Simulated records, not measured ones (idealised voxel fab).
process module | voxel ribs on slabs
cross-section cut | 205 nm wide | cells 5 nm
A cross-section is a grid of square cells, given in bands from the top down. A band is one or more rows of cells.
Each band's line starts with the height of the band's top and of its bottom, in nm. Then come its materials from left to right, each with its width in nm. One material with "throughout" fills the band from edge to edge. "air" is empty space.
Height 0 is the level under which the wafer as received is all one material. The lowest band goes on downwards, as in "0 down".
A width such as "30 to 40" changes by the same amount from each row of cells to the next, from the band's top row to its bottom row.
"no change" after a step means that no cell of the cross-section changed.
closed voids: empty space of 8 cells or more with no open way to the top, each as width x height at its distance from the left edge, in nm
after a step's settings: what the simulator itself notes on the step
overlay nm, on a step with a mask: how far to the right of its planned place the mask lay; to the left if negative
plan
1 op RECEIVE | material Si
2 op DIRECTIONAL_DEP | material SiO2 | thk nm 30
3 op DIRECTIONAL_DEP | material polySi | thk nm 15
4 op PATTERN | tone cover | mask id RIB | material resist | width nm 20 | thk nm 20 | overlay nm 0
5 op DIRECTIONAL_ETCH | etch materials polySi | depth nm 5
6 op STRIP | etch materials resist
7 op PATTERN | tone cover | mask id SLAB | material resist | width nm 80 | thk nm 20 | overlay nm 0
8 op DIRECTIONAL_ETCH | etch materials polySi | depth nm 10
9 op STRIP | etch materials resist
10 op FILL_DEP | material SiO2 | thk nm 20
11 op CMP | height nm 60
12 op DIRECTIONAL_DEP | material TiN | thk nm 10
13 op DIRECTIONAL_DEP | material aC | thk nm 15
14 op PATTERN | tone cover | mask id HEATER | material resist | width nm 40 | thk nm 35 | overlay nm 0
15 op DIRECTIONAL_ETCH | etch materials aC | depth nm 15
16 op STRIP | etch materials resist
17 op DIRECTIONAL_ETCH | etch materials TiN | depth nm 10
18 op STRIP | etch materials aC
19 op CONFORMAL_DEP | material SiN | thk nm 5
varied across the wafers: width nm of step 4. The plan shows the first wafer's value. All wafers start alike
first wafer as received, after step 1
  0 down: Si throughout
  closed voids: none
each wafer at the end: cells of each material gained (+) or lost (-) since it was received, then its closed voids
width nm 20 | +45 SiN | +456 SiO2 | +16 TiN | +36 polySi | closed voids: none
width nm 25 | +45 SiN | +455 SiO2 | +16 TiN | +37 polySi | closed voids: none
width nm 30 | +45 SiN | +454 SiO2 | +16 TiN | +38 polySi | closed voids: none
width nm 35 | +45 SiN | +453 SiO2 | +16 TiN | +39 polySi | closed voids: none
width nm 40 | +45 SiN | +452 SiO2 | +16 TiN | +40 polySi | closed voids: none
width nm 45 | +45 SiN | +451 SiO2 | +16 TiN | +41 polySi | closed voids: none
